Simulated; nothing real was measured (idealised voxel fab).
The following is a process module called voxel tone inversion.
Shown is cross-section cut, with a width of 300 nm and square cells of size 5 nm.
The cross-sections in this document take the form of a grid made of square cells. They are written out as bands, in order from top to bottom. Each band consists of one or more rows of cells. Top, bottom (nm), then materials left to right with widths (nm); lone material tagged "throughout" fills the whole band edge to edge; "blank" = empty space. Heights are expressed relative to 0, this being the level below which the as-received wafer comprises one material exclusively. The lowest band is unbounded in the downward direction and is denoted as in "from 0 down". So if you see something like "30..40" for the width, read it as the top row of the band sitting at the first number and the bottom row at the second, with every row in between moving by the same amount as the last. A step reported as "no modifications" is a step in which no cell of the cross-section changed. "Voids, sealed" lists enclosed empty spaces (at least 8 cells, no open path upward to the top), each as width x height at distance from the left edge, in nm. On a step's line, text after the settings is the simulator commenting on that step. The line of a step may include "overlay nm". On a step with a mask, this value is how far to the right of its planned place the mask lay. A negative value means the mask lay to the left.

Planned step list for the process:
1. RECEIVE (material Si)
2. CONFORMAL_DEP (material SiN; thk nm 10)
3. DIRECTIONAL_DEP (material aC; thk nm 25)
4. PATTERN (tone cover; mask id POSTS; material resist; width nm 20; pitch nm 35; thk nm 35; overlay nm 0)
5. DIRECTIONAL_ETCH (etch materials aC; depth nm 25)
6. STRIP (etch materials resist)
7. FILL_DEP (material SiO2; thk nm 5)
8. CMP (height nm 35)
9. STRIP (etch materials aC)

Wafer, first of two, run as planned:

This is the cross-section of the wafer as we received it, i.e. after step 1:
> from 0 down: Si throughout
> Voids, sealed: none

Once step 2 is through, the wafer looks like this in cross-section:
> from 10 to 0: SiN throughout
> below 0: unchanged

Once step 3 is through, the wafer looks like this in cross-section:
> from 35 to 10: aC throughout
> below 10: unchanged

Once step 4 is through, the wafer looks like this in cross-section:
> from 70 to 35: 120 nm blank, 20 nm resist, 15 nm blank, 20 nm resist, 125 nm blank
> below 35: unchanged

Once step 5 is through, the wafer looks like this in cross-section:
> from 45 to 35: 120 nm blank, 20 nm resist, 15 nm blank, 20 nm resist, 125 nm blank
> from 35 to 10: 120 nm blank, 20 nm aC, 15 nm blank, 20 nm aC, 125 nm blank
> below 10: unchanged

Once step 6 is through, the wafer looks like this in cross-section:
> from 35 to 10: 120 nm blank, 20 nm aC, 15 nm blank, 20 nm aC, 125 nm blank
> below 10: unchanged

Once step 7 is through, the wafer looks like this in cross-section:
> from 40 to 35: SiO2 throughout
> from 35 to 10: 120 nm SiO2, 20 nm aC, 15 nm SiO2, 20 nm aC, 125 nm SiO2
> below 10: unchanged

Once step 8 is through, the wafer looks like this in cross-section:
> from 35 to 10: 120 nm SiO2, 20 nm aC, 15 nm SiO2, 20 nm aC, 125 nm SiO2
> below 10: unchanged

Once step 9 is through, the wafer looks like this in cross-section:
> from 35 to 10: 120 nm SiO2, 20 nm blank, 15 nm SiO2, 20 nm blank, 125 nm SiO2
> below 10: unchanged

What follows concerns the second wafer, which started out like the first and was meant to follow the very same plan; one mistake crept in when it was run, but everything up to and including step 3 is the same as for the first wafer:

Cross-section: second wafer, time at which step 4 was scheduled to end:
> from 70 to 35: 125 nm blank, 15 nm resist, 20 nm blank, 15 nm resist, 125 nm blank
> below 35: unchanged

Cross-section: second wafer, time at which step 5 was scheduled to end:
> from 45 to 35: 125 nm blank, 15 nm resist, 20 nm blank, 15 nm resist, 125 nm blank
> from 35 to 10: 125 nm blank, 15 nm aC, 20 nm blank, 15 nm aC, 125 nm blank
> below 10: unchanged

Cross-section: second wafer, time at which step 6 was scheduled to end:
> from 35 to 10: 125 nm blank, 15 nm aC, 20 nm blank, 15 nm aC, 125 nm blank
> below 10: unchanged

Cross-section: second wafer, time at which step 7 was scheduled to end:
> from 40 to 35: SiO2 throughout
> from 35 to 10: 125 nm SiO2, 15 nm aC, 20 nm SiO2, 15 nm aC, 125 nm SiO2
> below 10: unchanged

Cross-section: second wafer, time at which step 8 was scheduled to end:
> from 35 to 10: 125 nm SiO2, 15 nm aC, 20 nm SiO2, 15 nm aC, 125 nm SiO2
> below 10: unchanged

Cross-section: second wafer, time at which step 9 was scheduled to end:
> from 35 to 10: 125 nm SiO2, 15 nm blank, 20 nm SiO2, 15 nm blank, 125 nm SiO2
> below 10: unchanged
Here's what went sideways: step 4 off recipe, ran as PATTERN (tone cover; mask id POSTS; material resist; width nm 15; pitch nm 35; thk nm 35; overlay nm 0)
Bottom line after processing is that, in cells, the second wafer is up or down on some materials versus the first: SiO2: 10 more
